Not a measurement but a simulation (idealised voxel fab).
Presented below is a process module, voxel wiring stack.
The width of the displayed cross-section, cut, is 165 nm; its cells are square, with a size of 5 nm.
Heads up, the way a cross-section reads in here is a grid of square cells, handed over as bands from the top down, with every band being one or more rows of cells. A band entry consists of two parts. The first gives the height of the band's top and the height of its bottom, in nm. The rest lists the band's materials from left to right, each with its width in nm. A single material labelled with the word "everywhere" fills the band from edge to edge, and the word "empty" marks empty space. The reference from which all heights are counted is 0, the level beneath which the as-received wafer is entirely one material; the lowest band, having no lower bound, proceeds downward and is written after the example "top 0, no bottom". The expression "30..40" gives the width at the extremes of the band, the first number at its top row of cells and the second at its bottom row, with the width changing by equal amounts from each row to the next in between. The cross-section has no changed cell in any step marked "no change". The entry titled "Voids, enclosed" provides the empty spaces that have no open way to the top, restricted to those of 8 cells or more. Each is presented as width x height at distance, the distance being measured from the left edge, with all three in nm. Past the settings on a step's line: simulator remark, on that step. overlay nm: step with mask; distance mask lay right of planned place; negative value = left of planned place.
# Intended process steps
| 1 | RECEIVE: material Si |
| 2 | CONFORMAL_DEP: material SiO2, thk nm 10 |
| 3 | CONFORMAL_DEP: material SiCN, thk nm 5 |
| 4 | DIRECTIONAL_DEP: material lowk, thk nm 25 |
| 5 | PATTERN: tone open, mask id METAL_1, material resist, width nm 20, pitch nm 45, thk nm 20, overlay nm 0 |
| 6 | DIRECTIONAL_ETCH: etch materials lowk, depth nm 25 |
| 7 | DIRECTIONAL_ETCH: etch materials SiCN, depth nm 5 |
| 8 | STRIP: etch materials resist |
| 9 | CONFORMAL_DEP: material TiN, thk nm 5 |
| 10 | FILL_DEP: material Ru, thk nm 5 |
| 11 | CMP: height nm 40 |
| 12 | EPI: material Ru, thk nm 5 |
| 13 | FILL_DEP: material SiCN, thk nm 5 |
| 14 | DIRECTIONAL_DEP: material SiO2, thk nm 35 |
| 15 | MASKED_ETCH: tone open, mask id METAL_2_HOLES, width nm 15, pitch nm 45, etch materials SiO2, depth nm 35, overlay nm 0 |
| 16 | MASKED_ETCH: tone open, mask id METAL_2, width nm 20, pitch nm 45, etch materials SiO2, depth nm 20, overlay nm 0 |
| 17 | MASKED_ETCH: tone open, mask id METAL_2, width nm 20, pitch nm 45, etch materials SiCN, depth nm 5, overlay nm 0 |
| 18 | CONFORMAL_DEP: material TiN, thk nm 5 |
| 19 | FILL_DEP: material Cu, thk nm 10 |
| 20 | CMP: height nm 85 |
| 21 | CONFORMAL_DEP: material SiN, thk nm 5 |
# Shown in cross-section is the wafer as received, that is, as it stands after step 1
- top 0, no bottom = Si everywhere
- Voids, enclosed: none
# Post-module cross-section: identical start and plan to those above, one misstep in execution
- top 90, bottom 85 = SiN everywhere
- top 85, bottom 70 = SiO2 50; lowk 5; Cu 10; lowk 5; SiO2 25; lowk 5; Cu 10; lowk 5; SiO2 50
- top 70, bottom 65 = SiO2 50; lowk 5; Cu 5; lowk 10; SiO2 25; lowk 5; Cu 5; lowk 10; SiO2 50
- top 65, bottom 50 = SiO2 50; lowk 5; Cu 5; lowk 5; SiO2 30; lowk 5; Cu 5; lowk 5; SiO2 55
- top 50, bottom 45 = SiCN 50; lowk 15; SiCN 30; lowk 15; SiCN 55
- top 45, bottom 40 = SiCN 45; Ru 30; SiCN 15; Ru 30; SiCN 45
- top 40, bottom 15 = lowk 50; TiN 5; Ru 10; TiN 5; lowk 25; TiN 5; Ru 10; TiN 5; lowk 50
- top 15, bottom 10 = SiCN 50; TiN 20; SiCN 25; TiN 20; SiCN 50
- top 10, bottom 0 = SiO2 everywhere
- top 0, no bottom = Si everywhere
- Voids, enclosed: none
Want to know what went wrong? planned and actual differ for step 18; actual: CONFORMAL_DEP: material lowk, thk nm 5
